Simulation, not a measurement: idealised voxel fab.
The process module presented herein is designated voxel self aligned contacts.
Section cut is 195 nm wide and gridded with 5 nm square cells.
We lay out every cross-section as a grid of square cells and spell it out in bands from the top down, where one band means one or more rows of cells.
Read a band's entry like this: the first values are the height of its top and the height of its bottom in nm, and what follows is the sequence of materials from left to right, each with its width in nm. Note that "air" is empty space, and that a single material marked "edge to edge" reaches across the band from edge to edge.
Height 0 is the level under which the wafer as received is all one material. The lowest band goes on downwards, as in "z 0 and below".
So if you see something like "30..40" for the width, read it as the top row of the band sitting at the first number and the bottom row at the second, with every row in between moving by the same amount as the last.
Given "nothing changed" for a step, no cell of the cross-section differs between before and after that step.
Listed in "Sealed void inventory": every empty space of 8 or more cells without an open way to the top. Form: width x height at distance, the distance being from the left edge, all in nm.
The remark found on a step's line after its settings is issued by the simulator itself and pertains to that step.
A step line may carry the setting "overlay nm", which, for steps involving a mask, states the distance by which the mask lay to the right of its intended position; negative values denote displacement to the left.
**So here's the lineup of process steps we planned**
1. RECEIVE with material Si
2. OXIDIZE with depth nm 5
3. DIRECTIONAL_DEP with material polySi, thk nm 20
4. DIRECTIONAL_DEP with material SiN, thk nm 20
5. MASKED_ETCH with tone cover, mask id GATE, width nm 35, pitch nm 65, etch materials SiN, depth nm 20, overlay nm 0
6. MASKED_ETCH with tone cover, mask id GATE, width nm 35, pitch nm 65, etch materials polySi, depth nm 20, overlay nm 0
7. CONFORMAL_DEP with material SiN, thk nm 5
8. DIRECTIONAL_ETCH with etch materials SiN, depth nm 5
9. FILL_DEP with material SiO2, thk nm 20
10. CMP with height nm 50
11. MASKED_ETCH with tone open, mask id CONTACT, width nm 50, etch materials SiO2, depth nm 55, overlay nm 0
12. CONFORMAL_DEP with material TiN, thk nm 5
13. FILL_DEP with material W, thk nm 10
14. CMP with height nm 50
15. CONFORMAL_DEP with material SiCN, thk nm 5
**Concerning the first of two wafers, which was run in accordance with the plan**
**Step 1 complete: cross-section of the wafer as received**
- z 0 and below  Si edge to edge
- Sealed void inventory: none
**Once step 2 is through, the wafer looks like this in cross-section**
- z 0 to -5  SiO2 edge to edge
- Everything under -5 stays put, no change at all.
**Once step 3 is through, the wafer looks like this in cross-section**
- z 20 to 0  polySi edge to edge
- Everything under 0 stays put, no change at all.
**Once step 4 is through, the wafer looks like this in cross-section**
- z 40 to 20  SiN edge to edge
- Everything under 20 stays put, no change at all.
**Once step 5 is through, the wafer looks like this in cross-section**
- z 40 to 20  air 45  SiN 35  air 30  SiN 35  air 50
- Everything under 20 stays put, no change at all.
**Once step 6 is through, the wafer looks like this in cross-section**
- z 40 to 20  air 45  SiN 35  air 30  SiN 35  air 50
- z 20 to 0  air 45  polySi 35  air 30  polySi 35  air 50
- Everything under 0 stays put, no change at all.
**Once step 7 is through, the wafer looks like this in cross-section**
- z 45 to 20  air 40  SiN 45  air 20  SiN 45  air 45
- z 20 to 5  air 40  SiN 5  polySi 35  SiN 5  air 20  SiN 5  polySi 35  SiN 5  air 45
- z 5 to 0  SiN 45  polySi 35  SiN 30  polySi 35  SiN 50
- Everything under 0 stays put, no change at all.
**Once step 8 is through, the wafer looks like this in cross-section**
- z 40 to 20  air 40  SiN 45  air 20  SiN 45  air 45
- z 20 to 0  air 40  SiN 5  polySi 35  SiN 5  air 20  SiN 5  polySi 35  SiN 5  air 45
- Everything under 0 stays put, no change at all.
**Once step 9 is through, the wafer looks like this in cross-section**
- z 60 to 40  SiO2 edge to edge
- z 40 to 20  SiO2 40  SiN 45  SiO2 20  SiN 45  SiO2 45
- z 20 to 0  SiO2 40  SiN 5  polySi 35  SiN 5  SiO2 20  SiN 5  polySi 35  SiN 5  SiO2 45
- Everything under 0 stays put, no change at all.
**Once step 10 is through, the wafer looks like this in cross-section**
- z 50 to 40  SiO2 edge to edge
- Everything under 40 stays put, no change at all.
**Once step 11 is through, the wafer looks like this in cross-section**
- z 50 to 40  SiO2 70  air 50  SiO2 75
- z 40 to 20  SiO2 40  SiN 45  air 20  SiN 45  SiO2 45
- z 20 to 0  SiO2 40  SiN 5  polySi 35  SiN 5  air 20  SiN 5  polySi 35  SiN 5  SiO2 45
- z 0 to -5  SiO2 85  air 20  SiO2 90
- Everything under -5 stays put, no change at all.
**Once step 12 is through, the wafer looks like this in cross-section**
- z 55 to 50  TiN 75  air 40  TiN 80
- z 50 to 40  SiO2 70  TiN 5..20  air 40..10  TiN 5..20  SiO2 75
- z 40 to 20  SiO2 40  SiN 45  TiN 5  air 10  TiN 5  SiN 45  SiO2 45
- z 20 to 0  SiO2 40  SiN 5  polySi 35  SiN 5  TiN 5  air 10  TiN 5  SiN 5  polySi 35  SiN 5  SiO2 45
- z 0 to -5  SiO2 85  TiN 20  SiO2 90
- Everything under -5 stays put, no change at all.
**Once step 13 is through, the wafer looks like this in cross-section**
- z 65 to 55  W edge to edge
- z 55 to 50  TiN 75  W 40  TiN 80
- z 50 to 40  SiO2 70  TiN 5..20  W 40..10  TiN 5..20  SiO2 75
- z 40 to 20  SiO2 40  SiN 45  TiN 5  W 10  TiN 5  SiN 45  SiO2 45
- z 20 to 0  SiO2 40  SiN 5  polySi 35  SiN 5  TiN 5  W 10  TiN 5  SiN 5  polySi 35  SiN 5  SiO2 45
- Everything under 0 stays put, no change at all.
**Once step 14 is through, the wafer looks like this in cross-section**
- z 50 to 40  SiO2 70  TiN 5..20  W 40..10  TiN 5..20  SiO2 75
- Everything under 40 stays put, no change at all.
**Once step 15 is through, the wafer looks like this in cross-section**
- z 55 to 50  SiCN edge to edge
- Everything under 50 stays put, no change at all.
**Second Wafer (Identical Start and Plan, One Processing Error; Matches First Wafer Through Step 2)**
**Cross-section: second wafer, time at which step 3 was scheduled to end**
- z 20 to 0  SiN edge to edge
- Everything under 0 stays put, no change at all.
**Cross-section: second wafer, time at which step 4 was scheduled to end**
- z 40 to 20  polySi edge to edge
- Everything under 20 stays put, no change at all.
Cross-section: second wafer, time at which step 5 was scheduled to end: nothing changed
**Cross-section: second wafer, time at which step 6 was scheduled to end**
- z 40 to 20  air 45  polySi 35  air 30  polySi 35  air 50
- Everything under 20 stays put, no change at all.
**Cross-section: second wafer, time at which step 7 was scheduled to end**
- z 45 to 40  air 40  SiN 45  air 20  SiN 45  air 45
- z 40 to 25  air 40  SiN 5  polySi 35  SiN 5  air 20  SiN 5  polySi 35  SiN 5  air 45
- z 25 to 20  SiN 45  polySi 35  SiN 30  polySi 35  SiN 50
- Everything under 20 stays put, no change at all.
**Cross-section: second wafer, time at which step 8 was scheduled to end**
- z 40 to 20  air 40  SiN 5  polySi 35  SiN 5  air 20  SiN 5  polySi 35  SiN 5  air 45
- Everything under 20 stays put, no change at all.
**Cross-section: second wafer, time at which step 9 was scheduled to end**
- z 60 to 40  SiO2 edge to edge
- z 40 to 20  SiO2 40  SiN 5  polySi 35  SiN 5  SiO2 20  SiN 5  polySi 35  SiN 5  SiO2 45
- Everything under 20 stays put, no change at all.
**Cross-section: second wafer, time at which step 10 was scheduled to end**
- z 50 to 40  SiO2 edge to edge
- Everything under 40 stays put, no change at all.
**Cross-section: second wafer, time at which step 11 was scheduled to end**
- z 50 to 40  SiO2 70  air 50  SiO2 75
- z 40 to 20  SiO2 40  SiN 5  polySi 35  SiN 5  air 20  SiN 5  polySi 35  SiN 5  SiO2 45
- Everything under 20 stays put, no change at all.
**Cross-section: second wafer, time at which step 12 was scheduled to end**
- z 55 to 50  TiN 75  air 40  TiN 80
- z 50 to 40  SiO2 70  TiN 5..20  air 40..10  TiN 5..20  SiO2 75
- z 40 to 25  SiO2 40  SiN 5  polySi 35  SiN 5  TiN 5  air 10  TiN 5  SiN 5  polySi 35  SiN 5  SiO2 45
- z 25 to 20  SiO2 40  SiN 5  polySi 35  SiN 5  TiN 20  SiN 5  polySi 35  SiN 5  SiO2 45
- Everything under 20 stays put, no change at all.
**Cross-section: second wafer, time at which step 13 was scheduled to end**
- z 65 to 55  W edge to edge
- z 55 to 50  TiN 75  W 40  TiN 80
- z 50 to 40  SiO2 70  TiN 5..20  W 40..10  TiN 5..20  SiO2 75
- z 40 to 25  SiO2 40  SiN 5  polySi 35  SiN 5  TiN 5  W 10  TiN 5  SiN 5  polySi 35  SiN 5  SiO2 45
- Everything under 25 stays put, no change at all.
**Cross-section: second wafer, time at which step 14 was scheduled to end**
- z 50 to 40  SiO2 70  TiN 5..20  W 40..10  TiN 5..20  SiO2 75
- Everything under 40 stays put, no change at all.
**Cross-section: second wafer, time at which step 15 was scheduled to end**
- z 55 to 50  SiCN edge to edge
- Everything under 50 stays put, no change at all.
Short version of what went wrong: note: step 3 <-> step 4, run order reversed vs plan
Once processing is complete, comparing cell counts shows that the second wafer has more or fewer of certain materials than the first: SiN +84, SiO2 -64, TiN -10, W -10
